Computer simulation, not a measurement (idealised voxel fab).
Process module, titled voxel spacer lines
We display cut, a cross-section 220 nm in width whose square cells are each 5 nm.
When this document writes out a cross-section, it uses a grid of square cells and lists it as bands, beginning at the top and moving down, with a band standing for one or more rows of cells.
Heads up on the band format: heights come first, top then bottom, in nm. After that it's the materials left to right, each with its width in nm. A single material flagged "everywhere" fills the whole band edge to edge, and "empty" means there's empty space there.
Heights are reckoned from 0. Under this level, the received wafer is all of one material. The bottommost band is open-ended downward, for example "0 -> down".
Per-row width for "30 to 40": begins at first number (top row of band), ends at second number (bottom row), increment between rows held constant.
A step reported as "nothing altered" is a step in which no cell of the cross-section changed.
"Sealed cavities" enumerates empty spaces isolated from the top, with no open way to it, that contain at least 8 cells, giving each as width x height at distance from the left edge, all three in nm.
Anything after a step's settings on that line? It's the simulator's own note about the step.
overlay nm: mask right of planned place by this much (step with mask). Neg. = left.
[The planned process steps are enumerated hereunder]
| 1 | RECEIVE,material Si |
| 2 | CONFORMAL_DEP,material Al2O3,thk nm 5 |
| 3 | DIRECTIONAL_DEP,material W,thk nm 10 |
| 4 | DIRECTIONAL_DEP,material aC,thk nm 20 |
| 5 | PATTERN,tone cover,mask id MANDREL,material resist,width nm 15,pitch nm 60,thk nm 30,overlay nm 0 |
| 6 | DIRECTIONAL_ETCH,etch materials aC,depth nm 20 |
| 7 | STRIP,etch materials resist |
| 8 | CONFORMAL_DEP,material SiO2,thk nm 15 |
| 9 | DIRECTIONAL_ETCH,etch materials SiO2,depth nm 15 |
| 10 | STRIP,etch materials aC |
| 11 | DIRECTIONAL_ETCH,etch materials W,depth nm 10 |
| 12 | STRIP,etch materials SiO2 |
| 13 | FILL_DEP,material SiO2,thk nm 10 |
| 14 | CMP,height nm 15 |
[First of two wafers - as planned]
[Step 1 complete: cross-section of the wafer as received]
- 0 -> down = Si everywhere
- Sealed cavities: none
[How the wafer stands in section after step 2]
- 5 -> 0 = Al2O3 everywhere
- Everything below 0 is unchanged.
[How the wafer stands in section after step 3]
- 15 -> 5 = W everywhere
- Everything below 5 is unchanged.
[How the wafer stands in section after step 4]
- 35 -> 15 = aC everywhere
- Everything below 15 is unchanged.
[How the wafer stands in section after step 5]
- 65 -> 35 = empty 70, then resist 15, then empty 45, then resist 15, then empty 75
- Everything below 35 is unchanged.
[How the wafer stands in section after step 6]
- 45 -> 35 = empty 70, then resist 15, then empty 45, then resist 15, then empty 75
- 35 -> 15 = empty 70, then aC 15, then empty 45, then aC 15, then empty 75
- Everything below 15 is unchanged.
[How the wafer stands in section after step 7]
- 35 -> 15 = empty 70, then aC 15, then empty 45, then aC 15, then empty 75
- Everything below 15 is unchanged.
[How the wafer stands in section after step 8]
- 50 -> 35 = empty 55, then SiO2 45, then empty 15, then SiO2 45, then empty 60
- 35 -> 30 = empty 55, then SiO2 15, then aC 15, then SiO2 15, then empty 15, then SiO2 15, then aC 15, then SiO2 15, then empty 60
- 30 -> 15 = SiO2 70, then aC 15, then SiO2 45, then aC 15, then SiO2 75
- Everything below 15 is unchanged.
[How the wafer stands in section after step 9]
- 35 -> 15 = empty 55, then SiO2 15, then aC 15, then SiO2 15, then empty 15, then SiO2 15, then aC 15, then SiO2 15, then empty 60
- Everything below 15 is unchanged.
[How the wafer stands in section after step 10]
- 35 -> 15 = empty 55, then SiO2 15, then empty 15, then SiO2 15, then empty 15, then SiO2 15, then empty 15, then SiO2 15, then empty 60
- Everything below 15 is unchanged.
[How the wafer stands in section after step 11]
- 35 -> 15 = empty 55, then SiO2 15, then empty 15, then SiO2 15, then empty 15, then SiO2 15, then empty 15, then SiO2 15, then empty 60
- 15 -> 5 = empty 55, then W 15, then empty 15, then W 15, then empty 15, then W 15, then empty 15, then W 15, then empty 60
- Everything below 5 is unchanged.
[How the wafer stands in section after step 12]
- 15 -> 5 = empty 55, then W 15, then empty 15, then W 15, then empty 15, then W 15, then empty 15, then W 15, then empty 60
- Everything below 5 is unchanged.
[How the wafer stands in section after step 13]
- 25 -> 15 = SiO2 everywhere
- 15 -> 5 = SiO2 55, then W 15, then SiO2 15, then W 15, then SiO2 15, then W 15, then SiO2 15, then W 15, then SiO2 60
- Everything below 5 is unchanged.
[How the wafer stands in section after step 14]
- 15 -> 5 = SiO2 55, then W 15, then SiO2 15, then W 15, then SiO2 15, then W 15, then SiO2 15, then W 15, then SiO2 60
- Everything below 5 is unchanged.
[Second wafer, same starting conditions and recipe as the first, one mistake in executing it, nothing differs from the first up to and including step 7]
[Look at the second wafer in cross-section at the time step 8 ought to have finished]
- 40 -> 35 = empty 65, then SiO2 25, then empty 35, then SiO2 25, then empty 70
- 35 -> 20 = empty 65, then SiO2 5, then aC 15, then SiO2 5, then empty 35, then SiO2 5, then aC 15, then SiO2 5, then empty 70
- 20 -> 15 = SiO2 70, then aC 15, then SiO2 45, then aC 15, then SiO2 75
- Everything below 15 is unchanged.
[Look at the second wafer in cross-section at the time step 9 ought to have finished]
- 35 -> 25 = empty 70, then aC 15, then empty 45, then aC 15, then empty 75
- 25 -> 15 = empty 65, then SiO2 5, then aC 15, then SiO2 5, then empty 35, then SiO2 5, then aC 15, then SiO2 5, then empty 70
- Everything below 15 is unchanged.
[Look at the second wafer in cross-section at the time step 10 ought to have finished]
- 25 -> 15 = empty 65, then SiO2 5, then empty 15, then SiO2 5, then empty 35, then SiO2 5, then empty 15, then SiO2 5, then empty 70
- Everything below 15 is unchanged.
[Look at the second wafer in cross-section at the time step 11 ought to have finished]
- 25 -> 15 = empty 65, then SiO2 5, then empty 15, then SiO2 5, then empty 35, then SiO2 5, then empty 15, then SiO2 5, then empty 70
- 15 -> 5 = empty 65, then W 5, then empty 15, then W 5, then empty 35, then W 5, then empty 15, then W 5, then empty 70
- Everything below 5 is unchanged.
[Look at the second wafer in cross-section at the time step 12 ought to have finished]
- 15 -> 5 = empty 65, then W 5, then empty 15, then W 5, then empty 35, then W 5, then empty 15, then W 5, then empty 70
- Everything below 5 is unchanged.
[Look at the second wafer in cross-section at the time step 13 ought to have finished]
- 25 -> 15 = SiO2 everywhere
- 15 -> 5 = SiO2 65, then W 5, then SiO2 15, then W 5, then SiO2 35, then W 5, then SiO2 15, then W 5, then SiO2 70
- Everything below 5 is unchanged.
[Look at the second wafer in cross-section at the time step 14 ought to have finished]
- 15 -> 5 = SiO2 65, then W 5, then SiO2 15, then W 5, then SiO2 35, then W 5, then SiO2 15, then W 5, then SiO2 70
- Everything below 5 is unchanged.
Finding, execution versus plan: step 8, actual vs plan mismatch, actual run CONFORMAL_DEP,material SiO2,thk nm 5
Once processing is complete, comparing cell counts shows that the second wafer has more or fewer of certain materials than the first: SiO2: 16 more; W: 16 fewer
